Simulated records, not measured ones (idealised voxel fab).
Module name: voxel released beams (process module)
Square cells of 5 nm make up the cross-section cut, whose width is 260 nm.
Notation: cross-section as square-cell grid; stated in bands, top first, going down; one or more cell rows per band. Read a band's entry like this: the first values are the height of its top and the height of its bottom in nm, and what follows is the sequence of materials from left to right, each with its width in nm. Note that "air" is empty space, and that a single material marked "throughout" reaches across the band from edge to edge. Height datum 0, below which the as-received substrate wafer is one material. Lowest band open at the bottom, running downward: "z 0 and below". Graded width ("30->40"): value in top row of band = first number; value in bottom row = second number; row-to-row change constant. Any step labelled "same as before" changed none of the cells in the cross-section. So "Sealed void list" is basically the list of trapped voids: any empty space of 8 cells or more that can't reach the top through an opening. They're written width x height at distance, the distance being from the left edge, and it's all nm. Anything after a step's settings on that line? It's the simulator's own note about the step. Steps that use a mask can have "overlay nm" on their line. It says how far the mask sat to the right of where it was meant to be. Negative means to the left.
[Process steps - plan]
1 RECEIVE: material Si
2 CONFORMAL_DEP: material Al2O3, thk nm 5
3 DIRECTIONAL_DEP: material SiO2, thk nm 10
4 MASKED_ETCH: tone open, mask id ANCHOR, width nm 45, etch materials SiO2, depth nm 5, overlay nm 0
5 CONFORMAL_DEP: material polySi, thk nm 15
6 PATTERN: tone cover, mask id BEAM, material resist, width nm 130, thk nm 20, overlay nm 0
7 DIRECTIONAL_ETCH: etch materials polySi, depth nm 15
8 STRIP: etch materials resist
9 STRIP: etch materials SiO2
The plan's step 4 depth nm is the first wafer's value; the wafers differ in this setting and start identical.
[Cross-section, first of several wafers, as delivered after step 1]
    z 0 and below | Si throughout
    Sealed void list: none
[Module end state after final step 9: cross-section of the first of several wafers]
    z 5 to 0 | Al2O3 throughout
    z 0 and below | Si throughout
    Sealed void list: none
[The module's end: a cross-section of the last wafer]
    z 30 to 20 | 60 air; 20 polySi; 15 air; 95 polySi; 70 air
    z 20 to 15 | 60 air; 130 polySi; 70 air
    z 15 to 5 | 65 air; 45 polySi; 150 air
    z 5 to 0 | Al2O3 throughout
    z 0 and below | Si throughout
    Sealed void list: none
[Every row in this table is a wafer at the end of the module, and it gives, for each of the materials, the cells that wafer has gained (+) or lost (-) since it was received, then its closed voids]
depth nm 5, +52 Al2O3, Sealed void list: none
depth nm 10, +52 Al2O3, +90 polySi, Sealed void list: none
depth nm 15, +52 Al2O3, +90 polySi, Sealed void list: none
depth nm 20, +52 Al2O3, +90 polySi, Sealed void list: none
depth nm 25, +52 Al2O3, +90 polySi, Sealed void list: none
